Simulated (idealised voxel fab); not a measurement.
process module | voxel wiring stack
cross-section cut | 265 nm wide | cells 5 nm
A cross-section is a grid of square cells, given in bands from the top down. A band is one or more rows of cells.
Each band's line starts with the height of the band's top and of its bottom, in nm. Then come its materials from left to right, each with its width in nm. One material with "throughout" fills the band from edge to edge. "air" is empty space.
Height 0 is the level under which the wafer as received is all one material. The lowest band goes on downwards, as in "0 down".
A width such as "30 to 40" changes by the same amount from each row of cells to the next, from the band's top row to its bottom row.
"no change" after a step means that no cell of the cross-section changed.
closed voids: empty space of 8 cells or more with no open way to the top, each as width x height at its distance from the left edge, in nm
after a step's settings: what the simulator itself notes on the step
overlay nm, on a step with a mask: how far to the right of its planned place the mask lay; to the left if negative
plan
1 op RECEIVE | material Si
2 op CONFORMAL_DEP | material SiO2 | thk nm 10
3 op DIRECTIONAL_DEP | material TiN | thk nm 5
4 op DIRECTIONAL_DEP | material W | thk nm 25
5 op PATTERN | tone cover | mask id METAL_1 | material resist | width nm 30 | pitch nm 55 | thk nm 15 | overlay nm 0
6 op DIRECTIONAL_ETCH | etch materials W | depth nm 25
7 op DIRECTIONAL_ETCH | etch materials TiN | depth nm 5
8 op STRIP | etch materials resist
9 op FILL_DEP | material SiO2 | thk nm 10
10 op CMP | height nm 40
11 op CONFORMAL_DEP | material SiCN | thk nm 5
12 op DIRECTIONAL_DEP | material SiO2 | thk nm 30
13 op PATTERN | tone open | mask id METAL_2_HOLES | material resist | width nm 15 | pitch nm 55 | thk nm 20 | overlay nm 0
14 op DIRECTIONAL_ETCH | etch materials SiO2 | depth nm 30
15 op STRIP | etch materials resist
16 op DIRECTIONAL_DEP | material aC | thk nm 15
17 op PATTERN | tone open | mask id METAL_2 | material resist | width nm 30 | pitch nm 55 | thk nm 35 | overlay nm 0
18 op DIRECTIONAL_ETCH | etch materials aC | depth nm 15
19 op STRIP | etch materials resist
20 op DIRECTIONAL_ETCH | etch materials SiO2 | depth nm 20
21 op DIRECTIONAL_ETCH | etch materials SiCN | depth nm 5
22 op STRIP | etch materials aC
23 op CONFORMAL_DEP | material TiN | thk nm 5
24 op FILL_DEP | material Ru | thk nm 5
25 op CMP | height nm 75
26 op CONFORMAL_DEP | material SiCN | thk nm 5
27 op DIRECTIONAL_DEP | material lowk | thk nm 10
28 op MASKED_ETCH | tone open | mask id PLUG_2 | width nm 15 | pitch nm 110 | etch materials lowk | depth nm 10 | overlay nm 0
29 op MASKED_ETCH | tone open | mask id PLUG_2 | width nm 15 | pitch nm 110 | etch materials SiCN | depth nm 5 | overlay nm 0
30 op CONFORMAL_DEP | material TiN | thk nm 5
31 op FILL_DEP | material Cu | thk nm 10
32 op CMP | height nm 90
33 op DIRECTIONAL_DEP | material TiN | thk nm 5
34 op DIRECTIONAL_DEP | material Ru | thk nm 25
35 op MASKED_ETCH | tone cover | mask id METAL_3 | width nm 30 | pitch nm 55 | etch materials Ru | depth nm 25 | overlay nm 0
36 op MASKED_ETCH | tone cover | mask id METAL_3 | width nm 30 | pitch nm 55 | etch materials TiN | depth nm 5 | overlay nm 0
37 op CONFORMAL_DEP | material SiN | thk nm 5
38 op FILL_DEP | material lowk | thk nm 5
39 op CMP | height nm 120
40 op CONFORMAL_DEP | material SiN | thk nm 5
as received, after step 1
  0 down: Si throughout
  closed voids: none
first wafer at the end, as planned
  125 to 120: SiN throughout
  120 to 95: lowk 30 | SiN 5 | Ru 30 | SiN 5 | lowk 15 | SiN 5 | Ru 30 | SiN 5 | lowk 15 | SiN 5 | Ru 30 | SiN 5 | lowk 15 | SiN 5 | Ru 30 | SiN 5 | lowk 30
  95 to 90: SiN 35 | TiN 30 | SiN 25 | TiN 30 | SiN 25 | TiN 30 | SiN 25 | TiN 30 | SiN 35
  90 to 80: lowk 35 | TiN 5 | Cu 5 | TiN 5 | lowk 95 | TiN 5 | Cu 5 | TiN 5 | lowk 105
  80 to 75: SiCN 35 | TiN 15 | SiCN 95 | TiN 15 | SiCN 105
  75 to 60: SiO2 35 | TiN 5 | Ru 20 | TiN 5 | SiO2 25 | TiN 5 | Ru 20 | TiN 5 | SiO2 25 | TiN 5 | Ru 20 | TiN 5 | SiO2 25 | TiN 5 | Ru 20 | TiN 5 | SiO2 35
  60 to 55: SiO2 35 | TiN 5 | Ru 5 | TiN 20 | SiO2 25 | TiN 5 | Ru 5 | TiN 20 | SiO2 25 | TiN 5 | Ru 5 | TiN 20 | SiO2 25 | TiN 5 | Ru 5 | TiN 20 | SiO2 35
  55 to 45: SiO2 35 | TiN 5 | Ru 5 | TiN 5 | SiO2 40 | TiN 5 | Ru 5 | TiN 5 | SiO2 40 | TiN 5 | Ru 5 | TiN 5 | SiO2 40 | TiN 5 | Ru 5 | TiN 5 | SiO2 50
  45 to 40: SiCN 35 | TiN 15 | SiCN 40 | TiN 15 | SiCN 40 | TiN 15 | SiCN 40 | TiN 15 | SiCN 50
  40 to 15: SiO2 35 | W 30 | SiO2 25 | W 30 | SiO2 25 | W 30 | SiO2 25 | W 30 | SiO2 35
  15 to 10: SiO2 35 | TiN 30 | SiO2 25 | TiN 30 | SiO2 25 | TiN 30 | SiO2 25 | TiN 30 | SiO2 35
  10 to 0: SiO2 throughout
  0 down: Si throughout
  closed voids: none
second wafer at the end: like start, like plan, one mistake
  125 to 120: W throughout
  120 to 95: lowk 30 | SiN 5 | Ru 30 | SiN 5 | lowk 15 | SiN 5 | Ru 30 | SiN 5 | lowk 15 | SiN 5 | Ru 30 | SiN 5 | lowk 15 | SiN 5 | Ru 30 | SiN 5 | lowk 30
  95 to 90: SiN 35 | TiN 30 | SiN 25 | TiN 30 | SiN 25 | TiN 30 | SiN 25 | TiN 30 | SiN 35
  90 to 80: lowk 35 | TiN 5 | Cu 5 | TiN 5 | lowk 95 | TiN 5 | Cu 5 | TiN 5 | lowk 105
  80 to 75: SiCN 35 | TiN 15 | SiCN 95 | TiN 15 | SiCN 105
  75 to 60: SiO2 35 | TiN 5 | Ru 20 | TiN 5 | SiO2 25 | TiN 5 | Ru 20 | TiN 5 | SiO2 25 | TiN 5 | Ru 20 | TiN 5 | SiO2 25 | TiN 5 | Ru 20 | TiN 5 | SiO2 35
  60 to 55: SiO2 35 | TiN 5 | Ru 5 | TiN 20 | SiO2 25 | TiN 5 | Ru 5 | TiN 20 | SiO2 25 | TiN 5 | Ru 5 | TiN 20 | SiO2 25 | TiN 5 | Ru 5 | TiN 20 | SiO2 35
  55 to 45: SiO2 35 | TiN 5 | Ru 5 | TiN 5 | SiO2 40 | TiN 5 | Ru 5 | TiN 5 | SiO2 40 | TiN 5 | Ru 5 | TiN 5 | SiO2 40 | TiN 5 | Ru 5 | TiN 5 | SiO2 50
  45 to 40: SiCN 35 | TiN 15 | SiCN 40 | TiN 15 | SiCN 40 | TiN 15 | SiCN 40 | TiN 15 | SiCN 50
  40 to 15: SiO2 35 | W 30 | SiO2 25 | W 30 | SiO2 25 | W 30 | SiO2 25 | W 30 | SiO2 35
  15 to 10: SiO2 35 | TiN 30 | SiO2 25 | TiN 30 | SiO2 25 | TiN 30 | SiO2 25 | TiN 30 | SiO2 35
  10 to 0: SiO2 throughout
  0 down: Si throughout
  closed voids: none
what went wrong: step 40 ran as: op CONFORMAL_DEP | material W | thk nm 5
at the end the second wafer has, in cells: 53 fewer of SiN | 53 more of W
